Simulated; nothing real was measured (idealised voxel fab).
Presented below is a process module, voxel gate over fins.
For reference, the cross-section in this document is cut, with width 235 nm and square cells of 5 nm.
Reading order for cross-sections: top band down to bottom band. Underlying form: a grid of square cells. Band size: one or more rows of cells. This entry defines a band. It first specifies the height of the band's top and the height of its bottom in nm, and then specifies the band's materials from left to right, stating each material with its width in nm. The word "full width" identifies a single material that fills the band from edge to edge, while the word "air" identifies empty space. Note: height 0 marks the level under which the wafer is uniformly one material as received. Lowest band unbounded below, written "0..down". Width: "30..40" (first number = top row, second number = bottom row, same change from row to row of cells). Reading "same as before" for a step: not a cell of the cross-section changed in it. This entry, "Enclosed cavity list", enumerates those empty regions of no fewer than 8 cells that possess no open connection to the top. Each region is reported in the form width x height at distance, the distance being taken from the left edge, with all three quantities expressed in nm. On a step's line, text after the settings is the simulator commenting on that step. A step line may carry the setting "overlay nm", which, for steps involving a mask, states the distance by which the mask lay to the right of its intended position; negative values denote displacement to the left.
BELOW IS THE LIST OF PLANNED PROCESS STEPS
1. RECEIVE: material Si
2. CONFORMAL_DEP: material SiN, thk nm 10
3. PATTERN: tone cover, mask id FINS, material resist, width nm 15, pitch nm 45, thk nm 20, overlay nm -15
4. DIRECTIONAL_ETCH: etch materials SiN, depth nm 10
5. DIRECTIONAL_ETCH: etch materials Si, depth nm 40
6. STRIP: etch materials resist
7. FILL_DEP: material SiO2, thk nm 5
8. CMP: height nm 10
9. SELECTIVE_ETCH: etch materials SiO2, depth nm 25
10. STRIP: etch materials SiN
11. CONFORMAL_DEP: material HfO2, thk nm 5
12. CONFORMAL_DEP: material TiN, thk nm 5
13. CONFORMAL_DEP: material TiAl, thk nm 5
14. CONFORMAL_DEP: material TiN, thk nm 5
15. FILL_DEP: material W, thk nm 15
16. CMP: height nm 30
17. CONFORMAL_DEP: material SiN, thk nm 5
Every wafer here starts from the same state; it is the step 3 overlay nm that distinguishes them, and the value the plan gives belongs to the first wafer.
INCOMING STATE OF THE FIRST OF SEVERAL WAFERS IN CROSS-SECTION: AFTER STEP 1
> 0..down | Si full width
> Enclosed cavity list: none
TAKE ANY ROW AND YOU HAVE A WAFER AT THE END OF THE MODULE: HOW MANY CELLS OF EACH MATERIAL IT HAS GAINED (+) OR LOST (-) SINCE IT WAS RECEIVED, AND THEN ITS CLOSED VOIDS
overlay nm -15; +59 HfO2; -328 Si; +47 SiN; +205 SiO2; +59 TiAl; +112 TiN; +175 W; Enclosed cavity list: none
overlay nm -10; +59 HfO2; -328 Si; +47 SiN; +205 SiO2; +59 TiAl; +112 TiN; +175 W; Enclosed cavity list: none
overlay nm -5; +59 HfO2; -328 Si; +47 SiN; +205 SiO2; +59 TiAl; +112 TiN; +175 W; Enclosed cavity list: none
overlay nm 0; +59 HfO2; -328 Si; +47 SiN; +205 SiO2; +59 TiAl; +112 TiN; +175 W; Enclosed cavity list: none
overlay nm 5; +59 HfO2; -328 Si; +47 SiN; +205 SiO2; +59 TiAl; +112 TiN; +175 W; Enclosed cavity list: none
overlay nm 10; +59 HfO2; -328 Si; +47 SiN; +205 SiO2; +59 TiAl; +112 TiN; +175 W; Enclosed cavity list: none
overlay nm 15; +59 HfO2; -328 Si; +47 SiN; +205 SiO2; +59 TiAl; +112 TiN; +175 W; Enclosed cavity list: none
